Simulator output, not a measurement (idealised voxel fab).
process module | voxel air gaps
cross-section cut | 300 nm wide | cells 5 nm
A cross-section is a grid of square cells, given in bands from the top down. A band is one or more rows of cells.
Each band's line starts with the height of the band's top and of its bottom, in nm. Then come its materials from left to right, each with its width in nm. One material with "throughout" fills the band from edge to edge. "air" is empty space.
Height 0 is the level under which the wafer as received is all one material. The lowest band goes on downwards, as in "0 down".
A width such as "30 to 40" changes by the same amount from each row of cells to the next, from the band's top row to its bottom row.
"no change" after a step means that no cell of the cross-section changed.
closed voids: empty space of 8 cells or more with no open way to the top, each as width x height at its distance from the left edge, in nm
after a step's settings: what the simulator itself notes on the step
overlay nm, on a step with a mask: how far to the right of its planned place the mask lay; to the left if negative
plan
1 op RECEIVE | material Si
2 op CONFORMAL_DEP | material SiO2 | thk nm 10
3 op CONFORMAL_DEP | material SiN | thk nm 5
4 op DIRECTIONAL_DEP | material lowk | thk nm 40
5 op MASKED_ETCH | tone open | mask id LINES | width nm 15 | pitch nm 45 | etch materials lowk | depth nm 40 | overlay nm 0
6 op CONFORMAL_DEP | material TiN | thk nm 5
7 op FILL_DEP | material Ru | thk nm 10
8 op CMP | height nm 55
9 op EPI | material Ru | thk nm 10
10 op SELECTIVE_ETCH | etch materials lowk | depth nm 50
11 op CONFORMAL_DEP | material SiN | thk nm 5
as received, after step 1
  0 down: Si throughout
  closed voids: none
a wafer at the end: this start, this plan, one mistake
  70 to 65: air 80 | SiN 140 | air 80
  65 to 55: air 80 | SiN 5 | Ru 40 | SiN 5 | Ru 40 | SiN 5 | Ru 40 | SiN 5 | air 80
  55 to 50: air 80 | SiN 15 | TiN 5 | Ru 10 | TiN 5 | SiN 25 | TiN 5 | Ru 10 | TiN 5 | SiN 25 | TiN 5 | Ru 10 | TiN 5 | SiN 15 | air 80
  50 to 20: air 90 | SiN 5 | TiN 5 | Ru 10 | TiN 5 | SiN 5 | air 15 | SiN 5 | TiN 5 | Ru 10 | TiN 5 | SiN 5 | air 15 | SiN 5 | TiN 5 | Ru 10 | TiN 5 | SiN 5 | air 90
  20 to 15: SiN 95 | TiN 20 | SiN 25 | TiN 20 | SiN 25 | TiN 20 | SiN 95
  15 to 10: SiN throughout
  10 to 0: SiO2 throughout
  0 down: Si throughout
  closed voids: 15 x 30 at 120; 15 x 30 at 165
what went wrong: step 5 ran as: op MASKED_ETCH | tone open | mask id LINES | width nm 20 | pitch nm 45 | etch materials lowk | depth nm 40 | overlay nm 0
